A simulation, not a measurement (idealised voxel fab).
Presented below is a process module, voxel released beams.
cross-section cut | 180 nm wide | cells 5 nm
A cross-section in this document is a grid of square cells, and it is written down as bands, the top band listed before the ones below it; a band is made up of one or more rows of cells.
It is stipulated that each band's entry specify, in nanometres, the height of the top of the band and then that of its bottom, followed by the materials of the band in left-to-right sequence, each together with its width in nanometres. A single material marked by the word "full width" is understood to fill the band from edge to edge; the word "empty" is understood to denote empty space.
Height datum 0, below which the as-received substrate wafer is one material. Lowest band open at the bottom, running downward: "top 0, no bottom".
With a width like "30->40", each row of cells in the band differs from the next by the same amount, the top row carrying the first number and the bottom row the second.
"all unchanged" -> step changed no cross-section cell.
The entry "Closed cavities" lists the empty spaces that cover at least 8 cells and have no open path to the top. Each is written as width x height at distance, where the distance is measured from the left edge and all three values are in nm.
Text after the settings on a step's line: the simulator's own remark on that step.
What "overlay nm" on a step's line means: if the step has a mask, that mask lay this far to the right of its planned place, or, when the value is negative, to the left.
[Here's what the planned process steps look like]
| 1 | RECEIVE (material Si) |
| 2 | CONFORMAL_DEP (material SiN; thk nm 5) |
| 3 | DIRECTIONAL_DEP (material SiO2; thk nm 10) |
| 4 | DIRECTIONAL_DEP (material aC; thk nm 15) |
| 5 | PATTERN (tone open; mask id ANCHOR; material resist; width nm 40; thk nm 35; overlay nm -15) |
| 6 | DIRECTIONAL_ETCH (etch materials aC; depth nm 15) |
| 7 | STRIP (etch materials resist) |
| 8 | DIRECTIONAL_ETCH (etch materials SiO2; depth nm 10) |
| 9 | STRIP (etch materials aC) |
| 10 | CONFORMAL_DEP (material W; thk nm 15) |
| 11 | DIRECTIONAL_DEP (material aC; thk nm 10) |
| 12 | PATTERN (tone cover; mask id BEAM; material resist; width nm 100; thk nm 25; overlay nm 0) |
| 13 | DIRECTIONAL_ETCH (etch materials aC; depth nm 10) |
| 14 | STRIP (etch materials resist) |
| 15 | DIRECTIONAL_ETCH (etch materials W; depth nm 15) |
| 16 | STRIP (etch materials aC) |
| 17 | STRIP (etch materials SiO2) |
Quick note for whoever runs this: the wafers start identical, but the overlay nm at step 5 isn't the same across them. The plan just shows what the first wafer had.
[After step 1, as received: first of several wafers, cross-section]
  top 0, no bottom | Si full width
  Closed cavities: none
[End of module: cross-section of the first of several wafers after step 17, the last step]
  top 30, bottom 20 | 35 of empty / 5 of W / 10 of empty / 85 of W / 45 of empty
  top 20, bottom 15 | 35 of empty / 100 of W / 45 of empty
  top 15, bottom 5 | 25 of empty / 40 of W / 115 of empty
  top 5, bottom 0 | SiN full width
  top 0, no bottom | Si full width
  Closed cavities: none
[A cross-section through the last wafer at the close of the module]
  top 30, bottom 20 | 35 of empty / 35 of W / 10 of empty / 55 of W / 45 of empty
  top 20, bottom 15 | 35 of empty / 100 of W / 45 of empty
  top 15, bottom 5 | 55 of empty / 40 of W / 85 of empty
  top 5, bottom 0 | SiN full width
  top 0, no bottom | Si full width
  Closed cavities: none
[Per wafer, end of module: cells gained (+) or lost (-) per material since receipt, then closed voids]
overlay nm -15; +36 SiN; +72 W; Closed cavities: none
overlay nm -10; +36 SiN; +72 W; Closed cavities: none
overlay nm -5; +36 SiN; +72 W; Closed cavities: none
overlay nm 0; +36 SiN; +72 W; Closed cavities: none
overlay nm 5; +36 SiN; +72 W; Closed cavities: none
overlay nm 10; +36 SiN; +72 W; Closed cavities: none
overlay nm 15; +36 SiN; +72 W; Closed cavities: none
